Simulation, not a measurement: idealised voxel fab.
You're looking at the process module voxel gate over fins.
Square cell edge 5 nm, section width 175 nm, ID cut.
Cross-section, as written here: a square-cell grid given band by band from the top down, where a band holds one or more rows of cells.
Heights first: top, then bottom, in nm. Then materials, left to right, each with a width in nm. "full width" on a single material: fills the band edge to edge. "empty": empty space.
Counting heights begins at 0, where everything beneath is, in the wafer as received, one material. The lowest band has no bottom; it goes on downwards, as "0 and below" shows.
Per-row width for "30->40": begins at first number (top row of band), ends at second number (bottom row), increment between rows held constant.
The cross-section has no changed cell in any step marked "no change occurred".
Each empty space that has no open way to the top and spans at least 8 cells appears under "Closed void list" as width x height at distance, the distance counted from the left edge, all in nm.
That trailing text on a step's line, after the settings, is the simulator's own remark on the step.
overlay nm: how far to the right of its planned place the mask lay on this masked step (negative: to the left).
-- The steps planned for the process are as follows
1 RECEIVE [material Si]
2 CONFORMAL_DEP [material SiN] [thk nm 10]
3 PATTERN [tone cover] [mask id FINS] [material resist] [width nm 15] [pitch nm 35] [thk nm 15] [overlay nm 0]
4 DIRECTIONAL_ETCH [etch materials SiN] [depth nm 10]
5 DIRECTIONAL_ETCH [etch materials Si] [depth nm 30]
6 STRIP [etch materials resist]
7 OXIDIZE [depth nm 5]
8 FILL_DEP [material SiO2] [thk nm 10]
9 CMP [height nm 10]
10 SELECTIVE_ETCH [etch materials SiO2] [depth nm 20]
11 STRIP [etch materials SiN]
12 CONFORMAL_DEP [material HfO2] [thk nm 5]
13 CONFORMAL_DEP [material TiN] [thk nm 5]
14 CONFORMAL_DEP [material TiAl] [thk nm 5]
15 CONFORMAL_DEP [material TiN] [thk nm 5]
16 FILL_DEP [material W] [thk nm 15]
17 CMP [height nm 30]
18 CONFORMAL_DEP [material SiN] [thk nm 5]
-- Here's what the wafer looked like in cross-section when it arrived - that's after step 1
0 and below | Si full width
Closed void list: none
-- First of two wafers at the end of the module, shown in cross-section; run carried out as planned
35 down to 30 | SiN full width
30 down to 20 | W full width
20 down to 15 | W: 10 | TiN: 150 | W: 15
15 down to 10 | W: 10 | TiN: 5 | TiAl: 140 | TiN: 5 | W: 15
10 down to 5 | TiN: 15 | TiAl: 5 | TiN: 25 | TiAl: 10 | TiN: 25 | TiAl: 10 | TiN: 25 | TiAl: 10 | TiN: 25 | TiAl: 5 | TiN: 20
5 down to 0 | TiAl: 20 | TiN: 5 | HfO2: 15 | TiN: 5 | TiAl: 10 | TiN: 5 | HfO2: 15 | TiN: 5 | TiAl: 10 | TiN: 5 | HfO2: 15 | TiN: 5 | TiAl: 10 | TiN: 5 | HfO2: 15 | TiN: 5 | TiAl: 25
0 down to -5 | TiN: 25 | HfO2: 5 | Si: 5 | HfO2: 5 | TiN: 20 | HfO2: 5 | Si: 5 | HfO2: 5 | TiN: 20 | HfO2: 5 | Si: 5 | HfO2: 5 | TiN: 20 | HfO2: 5 | Si: 5 | HfO2: 5 | TiN: 30
-5 down to -10 | HfO2: 30 | Si: 5 | HfO2: 30 | Si: 5 | HfO2: 30 | Si: 5 | HfO2: 30 | Si: 5 | HfO2: 35
-10 down to -35 | SiO2: 30 | Si: 5 | SiO2: 30 | Si: 5 | SiO2: 30 | Si: 5 | SiO2: 30 | Si: 5 | SiO2: 35
-35 and below | Si full width
Closed void list: none
-- Cross-section at end of module for the second wafer of two, which matched the first in starting point and plan and differed by one mistake in its processing
35 down to 30 | SiN full width
30 down to 20 | W full width
20 down to 15 | W: 20 | TiN: 150 | W: 5
15 down to 10 | W: 20 | TiN: 5 | TiAl: 140 | TiN: 5 | W: 5
10 down to 5 | TiN: 25 | TiAl: 5 | TiN: 25 | TiAl: 10 | TiN: 25 | TiAl: 10 | TiN: 25 | TiAl: 10 | TiN: 25 | TiAl: 5 | TiN: 10
5 down to 0 | TiAl: 30 | TiN: 5 | HfO2: 15 | TiN: 5 | TiAl: 10 | TiN: 5 | HfO2: 15 | TiN: 5 | TiAl: 10 | TiN: 5 | HfO2: 15 | TiN: 5 | TiAl: 10 | TiN: 5 | HfO2: 15 | TiN: 5 | TiAl: 15
0 down to -5 | TiN: 35 | HfO2: 5 | Si: 5 | HfO2: 5 | TiN: 20 | HfO2: 5 | Si: 5 | HfO2: 5 | TiN: 20 | HfO2: 5 | Si: 5 | HfO2: 5 | TiN: 20 | HfO2: 5 | Si: 5 | HfO2: 5 | TiN: 20
-5 down to -10 | HfO2: 40 | Si: 5 | HfO2: 30 | Si: 5 | HfO2: 30 | Si: 5 | HfO2: 30 | Si: 5 | HfO2: 25
-10 down to -35 | SiO2: 40 | Si: 5 | SiO2: 30 | Si: 5 | SiO2: 30 | Si: 5 | SiO2: 30 | Si: 5 | SiO2: 25
-35 and below | Si full width
Closed void list: none
So what did we get wrong on this run? step 3 deviated from plan and actually ran as PATTERN [tone cover] [mask id FINS] [material resist] [width nm 15] [pitch nm 35] [thk nm 15] [overlay nm 10]
Tallied in cells, the final second wafer holds each material in the same quantity as the first, although not at the same places.
